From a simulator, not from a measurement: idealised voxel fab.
voxel gate over fins: a process module
Displayed cross-section: cut, width of 230 nm, square cells sized 5 nm.
Each cross-section below is a grid of square cells, stated as bands in top-down order, with one or more rows of cells making up each band.
Heads up on the band format: heights come first, top then bottom, in nm. After that it's the materials left to right, each with its width in nm. A single material flagged "throughout" fills the whole band edge to edge, and "empty" means there's empty space there.
Below 0: as-received wafer, all one material; heights counted from there. Lowest band: no bottom, goes on down, written "0 -> down".
Graded width ("30..40"): value in top row of band = first number; value in bottom row = second number; row-to-row change constant.
"no change occurred" for a step: no cell of the cross-section changed in that step.
"Voids, fully enclosed": sealed empty spaces, 8 cells or more, no open way to top, listed width x height at distance, with distance from the left edge and width, height and distance in nm.
On each step's line, the part that comes after the settings is the simulator's own comment on the step.
"overlay nm", when on a step's line for a step with a mask, measures how far to the right of its planned place the mask lay; a negative measure means to the left.

-- The process steps that were planned are listed below
- 1: RECEIVE: material Si
- 2: CONFORMAL_DEP: material SiN, thk nm 10
- 3: PATTERN: tone cover, mask id FINS, material resist, width nm 15, pitch nm 40, thk nm 15, overlay nm 0
- 4: DIRECTIONAL_ETCH: etch materials SiN, depth nm 10
- 5: DIRECTIONAL_ETCH: etch materials Si, depth nm 40
- 6: STRIP: etch materials resist
- 7: OXIDIZE: depth nm 5
- 8: FILL_DEP: material SiO2, thk nm 15
- 9: CMP: height nm 10
- 10: SELECTIVE_ETCH: etch materials SiO2, depth nm 20
- 11: STRIP: etch materials SiN
- 12: CONFORMAL_DEP: material HfO2, thk nm 5
- 13: CONFORMAL_DEP: material TiN, thk nm 5
- 14: CONFORMAL_DEP: material TiAl, thk nm 5
- 15: CONFORMAL_DEP: material TiN, thk nm 5
- 16: FILL_DEP: material W, thk nm 10
- 17: CMP: height nm 25
- 18: CONFORMAL_DEP: material SiCN, thk nm 5

-- Cross-section: wafer on arrival = after step 1
- 0 -> down = Si throughout
- Voids, fully enclosed: none

-- Result of the module, cross-sectioned: start per above, plan per above, one error in how it was run
- 30 -> 25 = SiCN throughout
- 25 -> 15 = W throughout
- 15 -> 10 = W 55 nm  TiN 35 nm  W 5 nm  TiN 35 nm  W 5 nm  TiN 35 nm  W 60 nm
- 10 -> 5 = W 55 nm  TiN 5 nm  TiAl 25 nm  TiN 5 nm  W 5 nm  TiN 5 nm  TiAl 25 nm  TiN 5 nm  W 5 nm  TiN 5 nm  TiAl 25 nm  TiN 5 nm  W 60 nm
- 5 -> 0 = TiN 60 nm  TiAl 5 nm  HfO2 15 nm  TiAl 5 nm  TiN 15 nm  TiAl 5 nm  HfO2 15 nm  TiAl 5 nm  TiN 15 nm  TiAl 5 nm  HfO2 15 nm  TiAl 5 nm  TiN 65 nm
- 0 -> -5 = TiAl 65 nm  HfO2 5 nm  Si 5 nm  HfO2 5 nm  TiAl 25 nm  HfO2 5 nm  Si 5 nm  HfO2 5 nm  TiAl 25 nm  HfO2 5 nm  Si 5 nm  HfO2 5 nm  TiAl 70 nm
- -5 -> -10 = HfO2 70 nm  Si 5 nm  HfO2 35 nm  Si 5 nm  HfO2 35 nm  Si 5 nm  HfO2 75 nm
- -10 -> -45 = SiO2 70 nm  Si 5 nm  SiO2 35 nm  Si 5 nm  SiO2 35 nm  Si 5 nm  SiO2 75 nm
- -45 -> down = Si throughout
- Voids, fully enclosed: none
Against the plan, the run slipped here: the plan's step 13 went unexecuted, having been skipped
